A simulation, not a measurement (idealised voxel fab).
A process module follows: voxel self aligned vias.
Cross-section cut spans 255 nm and uses square cells 5 nm in size.
Cross-section spec: square-cell grid; bands listed top down; each band is one or more rows. Band: top and bottom heights (nm) first, top before bottom; then materials from left to right, widths in nm. "everywhere" marks a sole material filling the band edge to edge. "empty" denotes empty space. Heights are expressed relative to 0, this being the level below which the as-received wafer comprises one material exclusively. The lowest band is unbounded in the downward direction and is denoted as in "0..down". Top row gets the first number, bottom row gets the second, and each row in between changes by the same step: that is how a band width like "30->40" works. Basically "left unchanged" means that step didn't change any cell in the cross-section. Empty spaces without an open route to the top, at least 8 cells in extent, make up the entry "Completely enclosed voids"; each is given as width x height at distance, where the distance is measured from the left edge, and all are in nm. Read whatever lies past the settings on a step's line as the simulator's own remark about the step. overlay nm: mask right of planned place by this much (step with mask). Neg. = left.

-- So here's the lineup of process steps we planned
1. RECEIVE | material Si
2. CONFORMAL_DEP | material SiO2 | thk nm 10
3. CONFORMAL_DEP | material SiCN | thk nm 5
4. DIRECTIONAL_DEP | material SiO2 | thk nm 25
5. MASKED_ETCH | tone open | mask id LINES | width nm 25 | pitch nm 60 | etch materials SiO2 | depth nm 25 | overlay nm 0
6. CONFORMAL_DEP | material TiN | thk nm 5
7. FILL_DEP | material W | thk nm 5
8. CMP | height nm 40
9. SELECTIVE_ETCH | etch materials W Ru TiN | depth nm 10
10. FILL_DEP | material SiN | thk nm 10
11. CMP | height nm 40
12. DIRECTIONAL_DEP | material SiO2 | thk nm 20
13. MASKED_ETCH | tone open | mask id VIAS | width nm 45 | pitch nm 120 | etch materials SiO2 | depth nm 20 | overlay nm 0
14. MASKED_ETCH | tone open | mask id VIAS | width nm 45 | pitch nm 120 | etch materials SiN | depth nm 10 | overlay nm 0
15. CONFORMAL_DEP | material TiN | thk nm 5
16. FILL_DEP | material Cu | thk nm 5
17. CMP | height nm 60
18. CONFORMAL_DEP | material SiCN | thk nm 5

-- Wafer, first of two, run as planned

-- Here's what the wafer looked like in cross-section when it arrived - that's after step 1
  0..down  Si everywhere
  Completely enclosed voids: none

-- Cross-section of the wafer after step 2
  10..0  SiO2 everywhere
  Below 0, no change.

-- Cross-section of the wafer after step 3
  15..10  SiCN everywhere
  Below 10, no change.

-- Cross-section of the wafer after step 4
  40..15  SiO2 everywhere
  Below 15, no change.

-- Cross-section of the wafer after step 5
  40..15  55 of SiO2  25 of empty  35 of SiO2  25 of empty  35 of SiO2  25 of empty  55 of SiO2
  Below 15, no change.

-- Cross-section of the wafer after step 6
  45..40  60 of TiN  15 of empty  45 of TiN  15 of empty  45 of TiN  15 of empty  60 of TiN
  40..20  55 of SiO2  5 of TiN  15 of empty  5 of TiN  35 of SiO2  5 of TiN  15 of empty  5 of TiN  35 of SiO2  5 of TiN  15 of empty  5 of TiN  55 of SiO2
  20..15  55 of SiO2  25 of TiN  35 of SiO2  25 of TiN  35 of SiO2  25 of TiN  55 of SiO2
  Below 15, no change.

-- Cross-section of the wafer after step 7
  50..45  W everywhere
  45..40  60 of TiN  15 of W  45 of TiN  15 of W  45 of TiN  15 of W  60 of TiN
  40..20  55 of SiO2  5 of TiN  15 of W  5 of TiN  35 of SiO2  5 of TiN  15 of W  5 of TiN  35 of SiO2  5 of TiN  15 of W  5 of TiN  55 of SiO2
  Below 20, no change.

-- Cross-section of the wafer after step 8
  40..20  55 of SiO2  5 of TiN  15 of W  5 of TiN  35 of SiO2  5 of TiN  15 of W  5 of TiN  35 of SiO2  5 of TiN  15 of W  5 of TiN  55 of SiO2
  Below 20, no change.

-- Cross-section of the wafer after step 9
  40..30  55 of SiO2  25 of empty  35 of SiO2  25 of empty  35 of SiO2  25 of empty  55 of SiO2
  Below 30, no change.

-- Cross-section of the wafer after step 10
  50..40  SiN everywhere
  40..30  55 of SiO2  25 of SiN  35 of SiO2  25 of SiN  35 of SiO2  25 of SiN  55 of SiO2
  Below 30, no change.

-- Cross-section of the wafer after step 11
  40..30  55 of SiO2  25 of SiN  35 of SiO2  25 of SiN  35 of SiO2  25 of SiN  55 of SiO2
  Below 30, no change.

-- Cross-section of the wafer after step 12
  60..40  SiO2 everywhere
  Below 40, no change.

-- Cross-section of the wafer after step 13
  60..40  45 of SiO2  45 of empty  75 of SiO2  45 of empty  45 of SiO2
  Below 40, no change.

-- Cross-section of the wafer after step 14
  60..40  45 of SiO2  45 of empty  75 of SiO2  45 of empty  45 of SiO2
  40..30  55 of SiO2  25 of empty  35 of SiO2  25 of SiN  35 of SiO2  25 of empty  55 of SiO2
  Below 30, no change.

-- Cross-section of the wafer after step 15
  65..60  50 of TiN  35 of empty  85 of TiN  35 of empty  50 of TiN
  60..45  45 of SiO2  5 of TiN  35 of empty  5 of TiN  75 of SiO2  5 of TiN  35 of empty  5 of TiN  45 of SiO2
  45..40  45 of SiO2  15 of TiN  15 of empty  15 of TiN  75 of SiO2  15 of TiN  15 of empty  15 of TiN  45 of SiO2
  40..35  55 of SiO2  5 of TiN  15 of empty  5 of TiN  35 of SiO2  25 of SiN  35 of SiO2  5 of TiN  15 of empty  5 of TiN  55 of SiO2
  35..30  55 of SiO2  25 of TiN  35 of SiO2  25 of SiN  35 of SiO2  25 of TiN  55 of SiO2
  Below 30, no change.

-- Cross-section of the wafer after step 16
  70..65  Cu everywhere
  65..60  50 of TiN  35 of Cu  85 of TiN  35 of Cu  50 of TiN
  60..45  45 of SiO2  5 of TiN  35 of Cu  5 of TiN  75 of SiO2  5 of TiN  35 of Cu  5 of TiN  45 of SiO2
  45..40  45 of SiO2  15 of TiN  15 of Cu  15 of TiN  75 of SiO2  15 of TiN  15 of Cu  15 of TiN  45 of SiO2
  40..35  55 of SiO2  5 of TiN  15 of Cu  5 of TiN  35 of SiO2  25 of SiN  35 of SiO2  5 of TiN  15 of Cu  5 of TiN  55 of SiO2
  Below 35, no change.

-- Cross-section of the wafer after step 17
  60..45  45 of SiO2  5 of TiN  35 of Cu  5 of TiN  75 of SiO2  5 of TiN  35 of Cu  5 of TiN  45 of SiO2
  Below 45, no change.

-- Cross-section of the wafer after step 18
  65..60  SiCN everywhere
  Below 60, no change.

-- The second wafer was prepared from the same starting point and under the same plan as the first; its processing contained one mistake, and it remains indistinguishable from the first wafer up to and including step 12

-- Second wafer, cut view, end of step 13 per plan
  60..40  40 of SiO2  45 of empty  75 of SiO2  45 of empty  50 of SiO2
  Below 40, no change.

-- Second wafer, cut view, end of step 14 per plan
  60..40  40 of SiO2  45 of empty  75 of SiO2  45 of empty  50 of SiO2
  40..30  55 of SiO2  25 of empty  35 of SiO2  25 of SiN  35 of SiO2  25 of empty  55 of SiO2
  Below 30, no change.

-- Second wafer, cut view, end of step 15 per plan
  65..60  45 of TiN  35 of empty  85 of TiN  35 of empty  55 of TiN
  60..45  40 of SiO2  5 of TiN  35 of empty  5 of TiN  75 of SiO2  5 of TiN  35 of empty  5 of TiN  50 of SiO2
  45..40  40 of SiO2  20 of TiN  15 of empty  10 of TiN  75 of SiO2  20 of TiN  15 of empty  10 of TiN  50 of SiO2
  40..35  55 of SiO2  5 of TiN  15 of empty  5 of TiN  35 of SiO2  25 of SiN  35 of SiO2  5 of TiN  15 of empty  5 of TiN  55 of SiO2
  35..30  55 of SiO2  25 of TiN  35 of SiO2  25 of SiN  35 of SiO2  25 of TiN  55 of SiO2
  Below 30, no change.

-- Second wafer, cut view, end of step 16 per plan
  70..65  Cu everywhere
  65..60  45 of TiN  35 of Cu  85 of TiN  35 of Cu  55 of TiN
  60..45  40 of SiO2  5 of TiN  35 of Cu  5 of TiN  75 of SiO2  5 of TiN  35 of Cu  5 of TiN  50 of SiO2
  45..40  40 of SiO2  20 of TiN  15 of Cu  10 of TiN  75 of SiO2  20 of TiN  15 of Cu  10 of TiN  50 of SiO2
  40..35  55 of SiO2  5 of TiN  15 of Cu  5 of TiN  35 of SiO2  25 of SiN  35 of SiO2  5 of TiN  15 of Cu  5 of TiN  55 of SiO2
  Below 35, no change.

-- Second wafer, cut view, end of step 17 per plan
  60..45  40 of SiO2  5 of TiN  35 of Cu  5 of TiN  75 of SiO2  5 of TiN  35 of Cu  5 of TiN  50 of SiO2
  Below 45, no change.

-- Second wafer, cut view, end of step 18 per plan
  65..60  SiCN everywhere
  Below 60, no change.
Deviation from plan: step 13 off recipe, ran as MASKED_ETCH | tone open | mask id VIAS | width nm 45 | pitch nm 120 | etch materials SiO2 | depth nm 20 | overlay nm -5
Final state: per-material cell counts identical on both wafers; locations differ.
